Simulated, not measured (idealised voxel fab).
Documented hereafter: the process module known as voxel gate over fins.
Cross-section cut: width 160 nm, square cells of 5 nm.
A cross-section is written here as square cells arranged in a grid, and it is given in bands from the top down, each band taking up one or more rows of cells.
For a band, the entry starts with two heights in nm, that of the top and then that of the bottom, and carries on with the band's materials in order from left to right, each alongside its width in nm; the word "everywhere" beside a single material means it fills the band edge to edge, and "blank" means empty space.
All heights in this document are referenced to 0, defined as the level beneath which the wafer, as received, consists entirely of one material. The lowest band is not bounded below; it extends indefinitely downward and is written in the form "0 nm and below".
The width entry "30 to 40" should be interpreted row by row: the top row of cells in the band takes the first number, the bottom row takes the second number, and the change between adjacent rows is uniform throughout.
Step note "changes: none" = no cross-section cell changed.
Reported under the label "Trapped void list" are the empty spaces having no open way to the top and comprising 8 cells or more; the notation for each is width x height at distance, in which the distance is measured from the left edge and all three values are in nm.
If you see something after the settings on a step's line, that's the simulator's own remark about that step.
Steps that use a mask can have "overlay nm" on their line. It says how far the mask sat to the right of where it was meant to be. Negative means to the left.
Planned process steps:
- 1: RECEIVE with material Si
- 2: CONFORMAL_DEP with material SiN, thk nm 5
- 3: MASKED_ETCH with tone cover, mask id FINS, width nm 15, pitch nm 40, etch materials SiN, depth nm 5, overlay nm 0
- 4: MASKED_ETCH with tone cover, mask id FINS, width nm 15, pitch nm 40, etch materials Si, depth nm 30, overlay nm 0
- 5: OXIDIZE with depth nm 5
- 6: FILL_DEP with material SiO2, thk nm 15
- 7: CMP with height nm 5
- 8: SELECTIVE_ETCH with etch materials SiO2, depth nm 15
- 9: STRIP with etch materials SiN
- 10: CONFORMAL_DEP with material HfO2, thk nm 5
- 11: CONFORMAL_DEP with material TiN, thk nm 5
- 12: FILL_DEP with material W, thk nm 10
- 13: CMP with height nm 15
- 14: CONFORMAL_DEP with material SiCN, thk nm 10
Shown in cross-section is the wafer as received, that is, as it stands after step 1:
    0 nm and below  Si everywhere
    Trapped void list: none
Wafer cross-section at end of module: start and plan as shown above, one execution error:
    25 nm to 15 nm  SiCN everywhere
    15 nm to 10 nm  W everywhere
    10 nm to 5 nm  55 of W; 25 of TiN; 15 of W; 25 of TiN; 40 of W
    5 nm to 0 nm  45 of W; 15 of TiN; 15 of HfO2; 5 of TiN; 5 of W; 15 of TiN; 15 of HfO2; 5 of TiN; 40 of W
    0 nm to -5 nm  50 of TiN; 15 of HfO2; 5 of Si; 5 of HfO2; 15 of TiN; 15 of HfO2; 5 of Si; 5 of HfO2; 45 of TiN
    -5 nm to -10 nm  55 of HfO2; 15 of Si; 25 of HfO2; 15 of Si; 50 of HfO2
    -10 nm to -35 nm  55 of SiO2; 15 of Si; 25 of SiO2; 15 of Si; 50 of SiO2
    -35 nm and below  Si everywhere
    Trapped void list: none
In executing the process, a mistake was made relative to the plan: step 3 ran differently from the plan; actual operation with settings: MASKED_ETCH with tone cover, mask id FINS, width nm 15, pitch nm 40, etch materials SiN, depth nm 5, overlay nm 10
